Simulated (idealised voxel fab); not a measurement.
Proc. module: voxel ribs on slabs
145 nm wide, 5 nm square cells: that's cross-section cut.
For the purposes of this document, a cross-section shall be understood as a grid of square cells, specified as bands listed in top-to-bottom order, each band consisting of one or more rows of cells. Top, bottom (nm), then materials left to right with widths (nm); lone material tagged "full width" fills the whole band edge to edge; "blank" = empty space. Below 0: as-received wafer, all one material; heights counted from there. Lowest band: no bottom, goes on down, written "z 0 and below". It should be noted that a width expressed as "30 to 40" varies in equal increments from row to row of cells within the band, taking the value of the first number at the top row and that of the second number at the bottom row. "nothing was modified" means the step left every cell of the cross-section as it was. In the "Sealed voids" entry, you get each enclosed empty space of 8 cells or more, one with no open way to the top, written width x height at distance, distance from the left edge, in nm. Whatever follows a step's settings on its line is a remark the simulator itself makes about that step. Regarding "overlay nm": on a step with a mask, it is the distance the mask lay to the right of its planned place; a negative value places it to the left.
This section lists the process steps that were planned
step 1: RECEIVE | material Si
step 2: DIRECTIONAL_DEP | material SiO2 | thk nm 25
step 3: DIRECTIONAL_DEP | material polySi | thk nm 15
step 4: DIRECTIONAL_DEP | material aC | thk nm 15
step 5: PATTERN | tone cover | mask id RIB | material resist | width nm 25 | thk nm 35 | overlay nm 0
step 6: DIRECTIONAL_ETCH | etch materials aC | depth nm 15
step 7: STRIP | etch materials resist
step 8: DIRECTIONAL_ETCH | etch materials polySi | depth nm 10
step 9: STRIP | etch materials aC
step 10: PATTERN | tone cover | mask id SLAB | material resist | width nm 55 | thk nm 15 | overlay nm 0
step 11: DIRECTIONAL_ETCH | etch materials polySi | depth nm 5
step 12: STRIP | etch materials resist
step 13: FILL_DEP | material SiO2 | thk nm 25
step 14: CMP | height nm 55
step 15: DIRECTIONAL_DEP | material TiN | thk nm 5
step 16: DIRECTIONAL_DEP | material aC | thk nm 10
step 17: PATTERN | tone cover | mask id HEATER | material resist | width nm 35 | thk nm 25 | overlay nm 0
step 18: DIRECTIONAL_ETCH | etch materials aC | depth nm 10
step 19: STRIP | etch materials resist
step 20: DIRECTIONAL_ETCH | etch materials TiN | depth nm 5
step 21: STRIP | etch materials aC
step 22: CONFORMAL_DEP | material SiN | thk nm 10
Incoming wafer, cross-sectional view, post step 1
> z 0 and below | Si full width
> Sealed voids: none
First of two wafers at the end of the module, shown in cross-section; run carried out as planned
> z 70 to 65 | blank 45 nm / SiN 55 nm / blank 45 nm
> z 65 to 60 | SiN full width
> z 60 to 55 | SiN 55 nm / TiN 35 nm / SiN 55 nm
> z 55 to 40 | SiO2 full width
> z 40 to 30 | SiO2 60 nm / polySi 25 nm / SiO2 60 nm
> z 30 to 25 | SiO2 45 nm / polySi 55 nm / SiO2 45 nm
> z 25 to 0 | SiO2 full width
> z 0 and below | Si full width
> Sealed voids: none
Wafer two, end of module, cross-section. Same start, same plan as wafer one. One mistake in the run
> z 70 to 65 | blank 45 nm / SiN 55 nm / blank 45 nm
> z 65 to 60 | SiN full width
> z 60 to 55 | SiN 55 nm / TiN 35 nm / SiN 55 nm
> z 55 to 15 | SiO2 full width
> z 15 to 0 | polySi full width
> z 0 and below | Si full width
> Sealed voids: none
The mistake made against the process plan was this: order of steps 2 and 3 inverted relative to the plan
The second wafer ends with more or fewer cells of some materials than the first, per final count: -66 SiO2, +66 polySi
